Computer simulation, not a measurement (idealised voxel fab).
Herein follows the process module entitled voxel transistor to metal.
Cross-section cut spans 185 nm and uses square cells 5 nm in size.
Cross-section, as written here: a square-cell grid given band by band from the top down, where a band holds one or more rows of cells.
Quick guide to a band line: top height, bottom height (nm) up front; then every material left to right with its width in nm. Only one material and it's marked "edge to edge"? Then it fills the band edge to edge. And "empty" just means empty space.
A quick word on heights: they are counted from 0, and under that level the wafer as it came to us is one material throughout. The lowest band is different from the rest in having no bottom; it simply continues downward, written as in "0..down".
Width spec "30..40" -> top row of cells at first value, bottom row at second value, equal per-row change in between.
What does "nothing altered" mean for a step? It means no cell of the cross-section changed in that step.
Listed in "Sealed internal cavities": every empty space of 8 or more cells without an open way to the top. Form: width x height at distance, the distance being from the left edge, all in nm.
Formally, on a step line, whatever follows the settings is a remark that the simulator itself makes on the step.
overlay nm: step with mask; distance mask lay right of planned place; negative value = left of planned place.
Plan
step 1: RECEIVE (material Si)
step 2: CONFORMAL_DEP (material SiO2; thk nm 5)
step 3: CONFORMAL_DEP (material SiN; thk nm 10)
step 4: MASKED_ETCH (tone cover; mask id ACTIVE; width nm 120; etch materials SiN; depth nm 10; overlay nm 0)
step 5: MASKED_ETCH (tone cover; mask id ACTIVE; width nm 120; etch materials SiO2; depth nm 5; overlay nm 0)
step 6: MASKED_ETCH (tone cover; mask id ACTIVE; width nm 120; etch materials Si; depth nm 20; overlay nm 0)
step 7: OXIDIZE (depth nm 5)
step 8: FILL_DEP (material SiO2; thk nm 5)
step 9: CMP (height nm 15)
step 10: SELECTIVE_ETCH (etch materials SiO2; depth nm 10)
step 11: STRIP (etch materials SiN)
step 12: SELECTIVE_ETCH (etch materials SiO2; depth nm 5)
step 13: OXIDIZE (depth nm 5)
step 14: DIRECTIONAL_DEP (material polySi; thk nm 25)
step 15: DIRECTIONAL_DEP (material SiCN; thk nm 10)
step 16: MASKED_ETCH (tone cover; mask id GATE; width nm 30; etch materials SiCN; depth nm 20; overlay nm 0)
step 17: MASKED_ETCH (tone cover; mask id GATE; width nm 30; etch materials polySi; depth nm 35; overlay nm 0)
step 18: CONFORMAL_DEP (material SiO2; thk nm 5)
step 19: DIRECTIONAL_ETCH (etch materials SiO2; depth nm 5)
step 20: CONFORMAL_DEP (material SiN; thk nm 5)
step 21: DIRECTIONAL_ETCH (etch materials SiN; depth nm 5)
step 22: DIRECTIONAL_ETCH (etch materials SiO2; depth nm 5)
step 23: DIRECTIONAL_ETCH (etch materials Si; depth nm 15)
step 24: EPI (material SiGe; thk nm 20)
step 25: FILL_DEP (material SiO2; thk nm 10)
step 26: CMP (height nm 25)
step 27: STRIP (etch materials polySi)
step 28: SELECTIVE_ETCH (etch materials SiO2; depth nm 5)
step 29: CONFORMAL_DEP (material HfO2; thk nm 5)
step 30: CONFORMAL_DEP (material TiN; thk nm 5)
step 31: FILL_DEP (material W; thk nm 10)
step 32: CMP (height nm 20)
step 33: DIRECTIONAL_DEP (material SiO2; thk nm 10)
step 34: DIRECTIONAL_DEP (material aC; thk nm 10)
step 35: PATTERN (tone open; mask id CONTACT; material resist; width nm 20; pitch nm 90; thk nm 25; overlay nm 0)
step 36: DIRECTIONAL_ETCH (etch materials aC; depth nm 10)
step 37: STRIP (etch materials resist)
step 38: DIRECTIONAL_ETCH (etch materials SiO2; depth nm 30)
step 39: STRIP (etch materials aC)
step 40: CONFORMAL_DEP (material TiN; thk nm 5)
step 41: FILL_DEP (material Ru; thk nm 5)
step 42: CMP (height nm 30)
step 43: CONFORMAL_DEP (material SiCN; thk nm 5)
step 44: DIRECTIONAL_DEP (material lowk; thk nm 25)
step 45: DIRECTIONAL_DEP (material aC; thk nm 15)
step 46: PATTERN (tone open; mask id METAL_1; material resist; width nm 20; pitch nm 90; thk nm 35; overlay nm 0)
step 47: DIRECTIONAL_ETCH (etch materials aC; depth nm 15)
step 48: STRIP (etch materials resist)
step 49: DIRECTIONAL_ETCH (etch materials lowk; depth nm 25)
step 50: DIRECTIONAL_ETCH (etch materials SiCN; depth nm 5)
step 51: STRIP (etch materials aC)
step 52: CONFORMAL_DEP (material TiN; thk nm 5)
step 53: FILL_DEP (material Ru; thk nm 5)
step 54: CMP (height nm 60)
step 55: CONFORMAL_DEP (material SiCN; thk nm 5)
As received (post step 1): cross-section
    0..down | Si edge to edge
    Sealed internal cavities: none
End state of the module in cross-section, given the above starting point and plan and one mistake in execution
    65..60 | SiCN edge to edge
    60..35 | lowk (35) | TiN (5) | Ru (10) | TiN (5) | lowk (70) | TiN (5) | Ru (10) | TiN (5) | lowk (40)
    35..30 | SiCN (35) | TiN (20) | SiCN (70) | TiN (20) | SiCN (40)
    30..25 | SiO2 (35) | TiN (5) | Ru (10) | TiN (5) | SiO2 (70) | TiN (5) | Ru (10) | TiN (5) | SiO2 (40)
    25..20 | SiO2 (35) | TiN (20) | SiO2 (70) | TiN (20) | SiO2 (40)
    20..15 | TiN (40) | HfO2 (35) | TiN (5) | W (20) | TiN (5) | HfO2 (35) | TiN (45)
    15..10 | HfO2 (45) | SiGe (20) | SiN (5) | HfO2 (5) | TiN (5) | W (20) | TiN (5) | HfO2 (5) | SiN (5) | SiGe (20) | HfO2 (50)
    10..5 | SiO2 (45) | SiGe (20) | SiN (5) | HfO2 (5) | TiN (5) | W (20) | TiN (5) | HfO2 (5) | SiN (5) | SiGe (20) | SiO2 (50)
    5..0 | SiO2 (45) | SiGe (20) | SiN (5) | HfO2 (5) | TiN (30) | HfO2 (5) | SiN (5) | SiGe (20) | SiO2 (50)
    0..-5 | SiO2 (30) | SiGe (35) | SiO2 (5) | HfO2 (40) | SiO2 (5) | SiGe (35) | SiO2 (35)
    -5..-20 | SiO2 (35) | SiGe (30) | Si (50) | SiGe (30) | SiO2 (40)
    -20..-25 | SiO2 (35) | Si (110) | SiO2 (40)
    -25..down | Si edge to edge
    Sealed internal cavities: none
what went wrong: in deviation from the planned setting, step 26 was conducted as CMP (height nm 15)
